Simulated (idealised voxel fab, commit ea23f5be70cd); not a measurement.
You're looking at the process module voxel transistor to metal.
Xsec cut, 300 nm wide, square cell size 5 nm.
The cross-sections in this document take the form of a grid made of square cells. They are written out as bands, in order from top to bottom. Each band consists of one or more rows of cells. For a band, the entry starts with two heights in nm, that of the top and then that of the bottom, and carries on with the band's materials in order from left to right, each alongside its width in nm; the word "full width" beside a single material means it fills the band edge to edge, and "empty" means empty space. For the purposes of this specification, 0 denotes the height below which the wafer in its as-received condition is composed wholly of one material, and the lowermost band, lacking a lower limit, extends downward without end, as expressed in "from 0 down". The two numbers in a width such as "30->40" mark its ends across the band: the first belongs to the top row of cells, the second to the bottom row, and from each row to the next the width moves by the same amount. No cell of the cross-section changed in a step that is given as "nothing altered". Heads up: "Closed void listing" only lists the empty pockets with no open path to the top that are 8 cells or more, and it writes them as width x height at distance, distance from the left edge, in nm. Formally, on a step line, whatever follows the settings is a remark that the simulator itself makes on the step. overlay nm: mask right of planned place by this much (step with mask). Neg. = left.
The steps planned for the process are as follows
1,RECEIVE,material Si
2,OXIDIZE,depth nm 5
3,CONFORMAL_DEP,material SiN,thk nm 10
4,MASKED_ETCH,tone cover,mask id ACTIVE,width nm 115,pitch nm 140,etch materials SiN,depth nm 10,overlay nm 0
5,MASKED_ETCH,tone cover,mask id ACTIVE,width nm 115,pitch nm 140,etch materials SiO2,depth nm 5,overlay nm 0
6,MASKED_ETCH,tone cover,mask id ACTIVE,width nm 115,pitch nm 140,etch materials Si,depth nm 35,overlay nm 0
7,OXIDIZE,depth nm 5
8,FILL_DEP,material SiO2,thk nm 5
9,CMP,height nm 10
10,SELECTIVE_ETCH,etch materials SiO2,depth nm 10
11,STRIP,etch materials SiN
12,SELECTIVE_ETCH,etch materials SiO2,depth nm 5
13,OXIDIZE,depth nm 5
14,DIRECTIONAL_DEP,material polySi,thk nm 30
15,DIRECTIONAL_DEP,material SiCN,thk nm 15
16,PATTERN,tone cover,mask id GATE,material resist,width nm 35,pitch nm 140,thk nm 15,overlay nm 0
17,DIRECTIONAL_ETCH,etch materials SiCN,depth nm 25
18,DIRECTIONAL_ETCH,etch materials polySi,depth nm 40
19,STRIP,etch materials resist
20,CONFORMAL_DEP,material SiO2,thk nm 5
21,DIRECTIONAL_ETCH,etch materials SiO2,depth nm 5
22,CONFORMAL_DEP,material SiN,thk nm 10
23,DIRECTIONAL_ETCH,etch materials SiN,depth nm 10
24,DIRECTIONAL_ETCH,etch materials SiO2,depth nm 5
25,DIRECTIONAL_ETCH,etch materials Si,depth nm 10
26,EPI,material nSi,thk nm 10
27,FILL_DEP,material SiO2,thk nm 10
28,CMP,height nm 25
29,STRIP,etch materials polySi
30,SELECTIVE_ETCH,etch materials SiO2,depth nm 5
31,CONFORMAL_DEP,material HfO2,thk nm 5
32,CONFORMAL_DEP,material TiN,thk nm 5
33,FILL_DEP,material W,thk nm 10
34,CMP,height nm 20
35,DIRECTIONAL_DEP,material SiO2,thk nm 15
36,DIRECTIONAL_DEP,material aC,thk nm 15
37,PATTERN,tone open,mask id CONTACT,material resist,width nm 20,thk nm 30,overlay nm 0
38,DIRECTIONAL_ETCH,etch materials aC,depth nm 15
39,STRIP,etch materials resist
40,DIRECTIONAL_ETCH,etch materials SiO2,depth nm 45
41,STRIP,etch materials aC
42,CONFORMAL_DEP,material TiN,thk nm 5
43,FILL_DEP,material W,thk nm 5
44,CMP,height nm 35
45,DIRECTIONAL_DEP,material TiN,thk nm 5
46,DIRECTIONAL_DEP,material W,thk nm 20
47,DIRECTIONAL_DEP,material aC,thk nm 10
48,PATTERN,tone cover,mask id METAL_1,material resist,width nm 20,thk nm 25,overlay nm 0
49,DIRECTIONAL_ETCH,etch materials aC,depth nm 10
50,STRIP,etch materials resist
51,DIRECTIONAL_ETCH,etch materials W,depth nm 20
52,DIRECTIONAL_ETCH,etch materials TiN,depth nm 5
53,STRIP,etch materials aC
54,FILL_DEP,material lowk,thk nm 10
55,CMP,height nm 60
56,CONFORMAL_DEP,material SiN,thk nm 5
As-received wafer cross-section (after step 1)
	from 0 down | Si full width
	Closed void listing: none
First of two wafers, end-of-module section, run followed plan
	from 65 to 60 | SiN full width
	from 60 to 40 | 25 of lowk, then 20 of W, then 65 of lowk, then 20 of W, then 35 of lowk, then 20 of W, then 65 of lowk, then 20 of W, then 30 of lowk
	from 40 to 35 | 25 of lowk, then 20 of TiN, then 65 of lowk, then 20 of TiN, then 35 of lowk, then 20 of TiN, then 65 of lowk, then 20 of TiN, then 30 of lowk
	from 35 to 20 | 25 of SiO2, then 5 of TiN, then 10 of W, then 5 of TiN, then 65 of SiO2, then 5 of TiN, then 10 of W, then 5 of TiN, then 35 of SiO2, then 5 of TiN, then 10 of W, then 5 of TiN, then 65 of SiO2, then 5 of TiN, then 10 of W, then 5 of TiN, then 30 of SiO2
	from 20 to 5 | 25 of SiO2, then 5 of TiN, then 10 of W, then 5 of TiN, then 10 of SiN, then 5 of HfO2, then 5 of TiN, then 25 of W, then 5 of TiN, then 5 of HfO2, then 10 of SiN, then 5 of TiN, then 10 of W, then 5 of TiN, then 35 of SiO2, then 5 of TiN, then 10 of W, then 5 of TiN, then 10 of SiN, then 5 of HfO2, then 5 of TiN, then 25 of W, then 5 of TiN, then 5 of HfO2, then 10 of SiN, then 5 of TiN, then 10 of W, then 5 of TiN, then 30 of SiO2
	from 5 to 0 | 25 of SiO2, then 20 of TiN, then 10 of SiN, then 5 of HfO2, then 5 of TiN, then 25 of W, then 5 of TiN, then 5 of HfO2, then 10 of SiN, then 20 of TiN, then 35 of SiO2, then 20 of TiN, then 10 of SiN, then 5 of HfO2, then 5 of TiN, then 25 of W, then 5 of TiN, then 5 of HfO2, then 10 of SiN, then 20 of TiN, then 30 of SiO2
	from 0 to -5 | 25 of SiO2, then 10 of TiN, then 10 of nSi, then 10 of SiN, then 5 of HfO2, then 35 of TiN, then 5 of HfO2, then 10 of SiN, then 10 of nSi, then 10 of TiN, then 35 of SiO2, then 10 of TiN, then 10 of nSi, then 10 of SiN, then 5 of HfO2, then 35 of TiN, then 5 of HfO2, then 10 of SiN, then 10 of nSi, then 10 of TiN, then 30 of SiO2
	from -5 to -10 | 25 of SiO2, then 10 of TiN, then 10 of nSi, then 10 of SiO2, then 45 of HfO2, then 10 of SiO2, then 10 of nSi, then 10 of TiN, then 35 of SiO2, then 10 of TiN, then 10 of nSi, then 10 of SiO2, then 45 of HfO2, then 10 of SiO2, then 10 of nSi, then 10 of TiN, then 30 of SiO2
	from -10 to -20 | 25 of SiO2, then 20 of nSi, then 65 of Si, then 20 of nSi, then 35 of SiO2, then 20 of nSi, then 65 of Si, then 20 of nSi, then 30 of SiO2
	from -20 to -45 | 25 of SiO2, then 105 of Si, then 35 of SiO2, then 105 of Si, then 30 of SiO2
	from -45 down | Si full width
	Closed void listing: none
Same start, same plan as the first wafer - but one mistake in the run. Cross-section of the second of the two at the end of the module
	from 65 to 60 | SiN full width
	from 60 to 40 | 25 of lowk, then 20 of W, then 65 of lowk, then 20 of W, then 35 of lowk, then 20 of W, then 65 of lowk, then 20 of W, then 30 of lowk
	from 40 to 35 | 25 of lowk, then 20 of TiN, then 65 of lowk, then 20 of TiN, then 35 of lowk, then 20 of TiN, then 65 of lowk, then 20 of TiN, then 30 of lowk
	from 35 to 20 | 25 of SiO2, then 5 of TiN, then 10 of W, then 5 of TiN, then 65 of SiO2, then 5 of TiN, then 10 of W, then 5 of TiN, then 35 of SiO2, then 5 of TiN, then 10 of W, then 5 of TiN, then 65 of SiO2, then 5 of TiN, then 10 of W, then 5 of TiN, then 30 of SiO2
	from 20 to 5 | 25 of SiO2, then 5 of TiN, then 10 of W, then 5 of TiN, then 10 of SiN, then 5 of HfO2, then 5 of TiN, then 25 of aC, then 5 of TiN, then 5 of HfO2, then 10 of SiN, then 5 of TiN, then 10 of W, then 5 of TiN, then 35 of SiO2, then 5 of TiN, then 10 of W, then 5 of TiN, then 10 of SiN, then 5 of HfO2, then 5 of TiN, then 25 of aC, then 5 of TiN, then 5 of HfO2, then 10 of SiN, then 5 of TiN, then 10 of W, then 5 of TiN, then 30 of SiO2
	from 5 to 0 | 25 of SiO2, then 20 of TiN, then 10 of SiN, then 5 of HfO2, then 5 of TiN, then 25 of aC, then 5 of TiN, then 5 of HfO2, then 10 of SiN, then 20 of TiN, then 35 of SiO2, then 20 of TiN, then 10 of SiN, then 5 of HfO2, then 5 of TiN, then 25 of aC, then 5 of TiN, then 5 of HfO2, then 10 of SiN, then 20 of TiN, then 30 of SiO2
	from 0 to -5 | 25 of SiO2, then 10 of TiN, then 10 of nSi, then 10 of SiN, then 5 of HfO2, then 35 of TiN, then 5 of HfO2, then 10 of SiN, then 10 of nSi, then 10 of TiN, then 35 of SiO2, then 10 of TiN, then 10 of nSi, then 10 of SiN, then 5 of HfO2, then 35 of TiN, then 5 of HfO2, then 10 of SiN, then 10 of nSi, then 10 of TiN, then 30 of SiO2
	from -5 to -10 | 25 of SiO2, then 10 of TiN, then 10 of nSi, then 10 of SiO2, then 45 of HfO2, then 10 of SiO2, then 10 of nSi, then 10 of TiN, then 35 of SiO2, then 10 of TiN, then 10 of nSi, then 10 of SiO2, then 45 of HfO2, then 10 of SiO2, then 10 of nSi, then 10 of TiN, then 30 of SiO2
	from -10 to -20 | 25 of SiO2, then 20 of nSi, then 65 of Si, then 20 of nSi, then 35 of SiO2, then 20 of nSi, then 65 of Si, then 20 of nSi, then 30 of SiO2
	from -20 to -45 | 25 of SiO2, then 105 of Si, then 35 of SiO2, then 105 of Si, then 30 of SiO2
	from -45 down | Si full width
	Closed void listing: none
It is concluded that the wafer was processed incorrectly with respect to the plan, in that step 33 deviated from plan and actually ran as FILL_DEP,material aC,thk nm 10
Heads up, by the end the second wafer has more or fewer cells of some materials compared to the first: 40 fewer of W | 40 more of aC
